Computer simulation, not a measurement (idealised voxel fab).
process module | voxel self aligned contacts
Cross-section cut: width 245 nm, square cells of 5 nm.
For the purposes of this document, a cross-section shall be understood as a grid of square cells, specified as bands listed in top-to-bottom order, each band consisting of one or more rows of cells. This entry defines a band. It first specifies the height of the band's top and the height of its bottom in nm, and then specifies the band's materials from left to right, stating each material with its width in nm. The word "all across" identifies a single material that fills the band from edge to edge, while the word "air" identifies empty space. Heights are reckoned from 0. Under this level, the received wafer is all of one material. The bottommost band is open-ended downward, for example "z 0 and below". The expression "30->40" gives the width at the extremes of the band, the first number at its top row of cells and the second at its bottom row, with the width changing by equal amounts from each row to the next in between. It should be understood that the words "no alteration", when stated for a given step, signify that the cross-section underwent no change in any of its cells during that step. Entry "closed voids" = empty spaces >= 8 cells with no open way to the top; each as width x height at distance, distance from left edge, all nm. Post-settings text on a step line: simulator's own remark regarding the step. A step's line can hold "overlay nm"; with a mask on that step, the setting says how far right of the planned place the mask lay, while a negative setting says it lay to the left.
The steps planned for the process are as follows:
1) RECEIVE, material Si
2) OXIDIZE, depth nm 5
3) DIRECTIONAL_DEP, material polySi, thk nm 30
4) DIRECTIONAL_DEP, material SiN, thk nm 15
5) DIRECTIONAL_DEP, material aC, thk nm 10
6) PATTERN, tone cover, mask id GATE, material resist, width nm 25, pitch nm 65, thk nm 25, overlay nm 0
7) DIRECTIONAL_ETCH, etch materials aC, depth nm 10
8) STRIP, etch materials resist
9) DIRECTIONAL_ETCH, etch materials SiN, depth nm 25
10) DIRECTIONAL_ETCH, etch materials polySi, depth nm 30
11) STRIP, etch materials aC
12) CONFORMAL_DEP, material SiN, thk nm 10
13) DIRECTIONAL_ETCH, etch materials SiN, depth nm 10
14) FILL_DEP, material SiO2, thk nm 20
15) CMP, height nm 65
16) PATTERN, tone open, mask id CONTACT, material resist, width nm 50, thk nm 15, overlay nm 0
17) DIRECTIONAL_ETCH, etch materials SiO2, depth nm 70
18) STRIP, etch materials resist
19) CONFORMAL_DEP, material TiN, thk nm 5
20) FILL_DEP, material W, thk nm 5
21) CMP, height nm 65
22) CONFORMAL_DEP, material SiN, thk nm 5
The wafers in this document start out alike and differ in the thk nm applied at step 4; the plan shows the value used for the first wafer.
As-received state after step 1, first of several wafers, cross-section:
z 0 and below  Si all across
closed voids: none
Basically each wafer gets a line in the table, showing it at the end of the module: material by material, the cells it gained (+) or lost (-) since we got it, then its closed voids:
thk nm 15; -49 Si; +151 SiN; +444 SiO2; +36 TiN; +44 W; +60 polySi; closed voids: none
thk nm 20; -49 Si; +169 SiN; +432 SiO2; +36 TiN; +38 W; +60 polySi; closed voids: none
thk nm 25; -49 Si; +187 SiN; +420 SiO2; +36 TiN; +32 W; +60 polySi; closed voids: none
thk nm 30; -49 Si; +188 SiN; +223 SiO2; +20 TiN; +10 W; +294 polySi; closed voids: none
thk nm 35; -49 Si; +237 SiN; +184 SiO2; +12 TiN; +8 W; +294 polySi; closed voids: none
thk nm 40; -49 Si; +268 SiN; +157 SiO2; +10 TiN; +6 W; +294 polySi; closed voids: none
